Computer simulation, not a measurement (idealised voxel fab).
Presented below is a process module, voxel self aligned contacts.
Square cells of 5 nm make up the cross-section cut, whose width is 150 nm.
Cross-section layout: square cells on a grid; listed as bands, top to bottom; a band spans one or more cell rows. Heads up on the band format: heights come first, top then bottom, in nm. After that it's the materials left to right, each with its width in nm. A single material flagged "full width" fills the whole band edge to edge, and "empty" means there's empty space there. We count height from 0. Below that, the starting wafer is all one material. The lowest band never ends at the bottom but goes on down; see "0..down" for how that is written. The expression "30->40" gives the width at the extremes of the band, the first number at its top row of cells and the second at its bottom row, with the width changing by equal amounts from each row to the next in between. A step reported as "identical to before" is a step in which no cell of the cross-section changed. Each empty space that has no open way to the top and spans at least 8 cells appears under "Fully sealed voids" as width x height at distance, the distance counted from the left edge, all in nm. If you see something after the settings on a step's line, that's the simulator's own remark about that step. "overlay nm" on a masked step: distance the mask lay right of its planned place, negative for left.

**Steps in the process plan**
1) RECEIVE [material Si]
2) CONFORMAL_DEP [material SiO2] [thk nm 5]
3) DIRECTIONAL_DEP [material polySi] [thk nm 30]
4) DIRECTIONAL_DEP [material SiN] [thk nm 20]
5) MASKED_ETCH [tone cover] [mask id GATE] [width nm 30] [pitch nm 60] [etch materials SiN] [depth nm 20] [overlay nm 0]
6) MASKED_ETCH [tone cover] [mask id GATE] [width nm 30] [pitch nm 60] [etch materials polySi] [depth nm 30] [overlay nm 0]
7) CONFORMAL_DEP [material SiN] [thk nm 5]
8) DIRECTIONAL_ETCH [etch materials SiN] [depth nm 5]
9) FILL_DEP [material SiO2] [thk nm 20]
10) CMP [height nm 65]
11) DIRECTIONAL_DEP [material aC] [thk nm 15]
12) PATTERN [tone open] [mask id CONTACT] [material resist] [width nm 40] [thk nm 30] [overlay nm 0]
13) DIRECTIONAL_ETCH [etch materials aC] [depth nm 15]
14) STRIP [etch materials resist]
15) DIRECTIONAL_ETCH [etch materials SiO2] [depth nm 65]
16) STRIP [etch materials aC]
17) CONFORMAL_DEP [material TiN] [thk nm 5]
18) FILL_DEP [material W] [thk nm 5]
19) CMP [height nm 65]
20) CONFORMAL_DEP [material SiN] [thk nm 5]
For this document, wafers share an identical start and vary in the step 2 thk nm; the plan quotes the first wafer's value.

**Cross-section, first of several wafers, as delivered after step 1**
- 0..down | Si full width
- Fully sealed voids: none

**Every row in this table is a wafer at the end of the module, and it gives, for each of the materials, the cells that wafer has gained (+) or lost (-) since it was received, then its closed voids**
thk nm 5 | +118 SiN | +170 SiO2 | +32 TiN | +28 W | +72 polySi | Fully sealed voids: none
thk nm 10 | +118 SiN | +174 SiO2 | +32 TiN | +24 W | +72 polySi | Fully sealed voids: none
thk nm 15 | +118 SiN | +178 SiO2 | +28 TiN | +24 W | +72 polySi | Fully sealed voids: none
thk nm 20 | +102 SiN | +194 SiO2 | +28 TiN | +24 W | +72 polySi | Fully sealed voids: none
